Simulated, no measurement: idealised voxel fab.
Process module in this document: voxel capacitor over wiring
Shown is cross-section cut, with a width of 240 nm and square cells of size 5 nm.
Cross-sections here: square-cell grids, written as top-down lists of bands, a band being one or more rows of cells. Band: top height; bottom height; in nm. Then, left to right: material with width in nm, for each material. "throughout": a single material spanning edge to edge. "empty": empty space. Height is counted from the level 0, under which the received wafer is composed throughout of one material. The lowest of the bands is not closed at the bottom but continues downward, in the notation "from 0 down". Read "30 to 40" as a graded width: first number on top, second number at the bottom, same change between each pair of neighbouring rows. "remains unaltered" -> step changed no cross-section cell. Voids not open to the top, 8 cells minimum: see "Enclosed internal voids". Written width x height at distance; distance is from the left edge; nm. The remark found on a step's line after its settings is issued by the simulator itself and pertains to that step. overlay nm: step with mask; distance mask lay right of planned place; negative value = left of planned place.

-- Planned process steps
1 RECEIVE, material Si
2 CONFORMAL_DEP, material SiO2, thk nm 15
3 CONFORMAL_DEP, material SiN, thk nm 5
4 DIRECTIONAL_DEP, material SiO2, thk nm 15
5 MASKED_ETCH, tone open, mask id METAL_1, width nm 20, pitch nm 70, etch materials SiO2, depth nm 15, overlay nm 0
6 MASKED_ETCH, tone open, mask id METAL_1, width nm 20, pitch nm 70, etch materials SiN, depth nm 5, overlay nm 0
7 CONFORMAL_DEP, material TiN, thk nm 5
8 FILL_DEP, material W, thk nm 5
9 CMP, height nm 35
10 CONFORMAL_DEP, material SiCN, thk nm 5
11 DIRECTIONAL_DEP, material SiO2, thk nm 10
12 PATTERN, tone open, mask id PLUG_1, material resist, width nm 15, thk nm 20, overlay nm 0
13 DIRECTIONAL_ETCH, etch materials SiO2, depth nm 10
14 DIRECTIONAL_ETCH, etch materials SiCN, depth nm 5
15 STRIP, etch materials resist
16 CONFORMAL_DEP, material TiN, thk nm 5
17 FILL_DEP, material Cu, thk nm 5
18 CMP, height nm 50
19 DIRECTIONAL_DEP, material TiN, thk nm 5
20 DIRECTIONAL_DEP, material Al2O3, thk nm 5
21 DIRECTIONAL_DEP, material TiN, thk nm 5
22 MASKED_ETCH, tone cover, mask id UPPER_PLATE, width nm 55, etch materials TiN, depth nm 5, overlay nm 0
23 MASKED_ETCH, tone cover, mask id UPPER_PLATE, width nm 55, etch materials Al2O3, depth nm 5, overlay nm 0
24 DIRECTIONAL_DEP, material aC, thk nm 15
25 PATTERN, tone cover, mask id LOWER_PLATE, material resist, width nm 65, thk nm 35, overlay nm 0
26 DIRECTIONAL_ETCH, etch materials aC, depth nm 15
27 STRIP, etch materials resist
28 DIRECTIONAL_ETCH, etch materials TiN, depth nm 5
29 STRIP, etch materials aC
30 FILL_DEP, material SiO2, thk nm 20
31 CMP, height nm 80
32 MASKED_ETCH, tone open, mask id PLUG_2, width nm 15, etch materials SiO2, depth nm 15, overlay nm 0
33 CONFORMAL_DEP, material TiN, thk nm 5
34 FILL_DEP, material Cu, thk nm 5
35 CMP, height nm 80
36 CONFORMAL_DEP, material SiN, thk nm 5

-- Here's what the wafer looked like in cross-section when it arrived - that's after step 1
    from 0 down = Si throughout
    Enclosed internal voids: none

-- Looking at the first of two wafers in cross-section at end of module - ran to plan
    from 85 to 80 = SiN throughout
    from 80 to 70 = SiO2=90; TiN=5; Cu=5; TiN=5; SiO2=135
    from 70 to 60 = SiO2=90 to 80; TiN=15 to 55; SiO2=135 to 105
    from 60 to 55 = SiO2=80; Al2O3=55; SiO2=105
    from 55 to 50 = SiO2=75; TiN=65; SiO2=100
    from 50 to 40 = SiO2=80; TiN=5; Cu=5; TiN=5; SiO2=145
    from 40 to 35 = SiCN=80; TiN=15; SiCN=145
    from 35 to 20 = SiO2=75; TiN=5; W=10; TiN=5; SiO2=50; TiN=5; W=10; TiN=5; SiO2=75
    from 20 to 15 = SiN=75; TiN=20; SiN=50; TiN=20; SiN=75
    from 15 to 0 = SiO2 throughout
    from 0 down = Si throughout
    Enclosed internal voids: none

-- Second wafer through the module, sectioned at the end: same beginning and same plan as the first wafer, with one mistake in carrying it out
    from 85 to 80 = SiN throughout
    from 80 to 70 = SiO2=90; TiN=5; Cu=5; TiN=5; SiO2=135
    from 70 to 60 = SiO2=90 to 85; TiN=15 to 50; SiO2=135 to 105
    from 60 to 55 = SiO2=80; Al2O3=55; SiO2=105
    from 55 to 50 = SiO2=75; TiN=65; SiO2=100
    from 50 to 40 = SiO2=80; TiN=5; Cu=5; TiN=5; SiO2=145
    from 40 to 35 = SiCN=80; TiN=15; SiCN=145
    from 35 to 20 = SiO2=75; TiN=5; W=10; TiN=5; SiO2=50; TiN=5; W=10; TiN=5; SiO2=75
    from 20 to 15 = SiN=75; TiN=20; SiN=50; TiN=20; SiN=75
    from 15 to 0 = SiO2 throughout
    from 0 down = Si throughout
    Enclosed internal voids: none
Processing error: step 22 ran as: MASKED_ETCH, tone cover, mask id UPPER_PLATE, width nm 50, etch materials TiN, depth nm 5, overlay nm 0
Once processing is complete, comparing cell counts shows that the second wafer has more or fewer of certain materials than the first: 1 more of SiO2 | 1 fewer of TiN
